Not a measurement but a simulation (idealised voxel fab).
Module name: voxel trench capacitor (process module)
Shown is cross-section cut, with a width of 240 nm and square cells of size 5 nm.
How to read a cross-section here: the picture is a grid of square cells, written as bands going from the top down, and any band can span one or more rows of cells. Within each band entry, the heights of the top and of the bottom of the band appear first, in that order and in nm; the materials of the band then follow from left to right, each with its corresponding width in nm. The designation "full width" on a single material indicates that it fills the band from edge to edge; the designation "blank" indicates empty space. Where do heights start? At 0: under that level the wafer as delivered is made of one material only. And the lowest band has no floor; it just carries on downward, as in "0..down". When a width is written as two numbers, as in "30..40", the first number is the width in the top row of cells of the band and the second is the width in its bottom row, and the width changes by the same amount from each row to the next. For the purposes of this document, the phrase "stayed the same" attached to a step denotes that no cell within the cross-section was modified by that step. What "Sealed void listing" gives you is every empty space of 8 cells or more that is cut off from the top. Each appears as width x height at distance, with the distance taken from the left edge and width, height and distance all in nm. Post-settings text on a step line: simulator's own remark regarding the step. The "overlay nm" setting may appear on a step's line; for a step that uses a mask, it gives how far to the right of its planned position the mask lay, and a negative value indicates the left.
### The planned process steps are enumerated hereunder
1. RECEIVE, material Si
2. CONFORMAL_DEP, material SiN, thk nm 10
3. MASKED_ETCH, tone open, mask id TRENCH, width nm 30, pitch nm 60, etch materials SiN, depth nm 10, overlay nm 0
4. MASKED_ETCH, tone open, mask id TRENCH, width nm 30, pitch nm 60, etch materials Si, depth nm 30, overlay nm 0
5. CONFORMAL_DEP, material Al2O3, thk nm 5
6. CONFORMAL_DEP, material TiN, thk nm 5
7. FILL_DEP, material W, thk nm 10
8. CMP, height nm 10
### Cross-section, incoming material, after step 1
- 0..down = Si full width
- Sealed void listing: none
### This is how the wafer looks in cross-section once the module is done, given the starting state and plan above and one mistake in carrying the plan out
- 10..0 = 45 nm SiN  5..10 nm Al2O3  20..10 nm TiN  5..10 nm Al2O3  30 nm SiN  5..10 nm Al2O3  20..10 nm TiN  5..10 nm Al2O3  30 nm SiN  5..10 nm Al2O3  20..10 nm TiN  5..10 nm Al2O3  45 nm SiN
- 0..-25 = 50 nm Si  5 nm Al2O3  10 nm TiN  5 nm Al2O3  40 nm Si  5 nm Al2O3  10 nm TiN  5 nm Al2O3  40 nm Si  5 nm Al2O3  10 nm TiN  5 nm Al2O3  50 nm Si
- -25..-30 = 50 nm Si  20 nm Al2O3  40 nm Si  20 nm Al2O3  40 nm Si  20 nm Al2O3  50 nm Si
- -30..down = Si full width
- Sealed void listing: none
Run error: step 4 did not use the planned setting and instead ran as MASKED_ETCH, tone open, mask id TRENCH, width nm 20, pitch nm 60, etch materials Si, depth nm 30, overlay nm 0
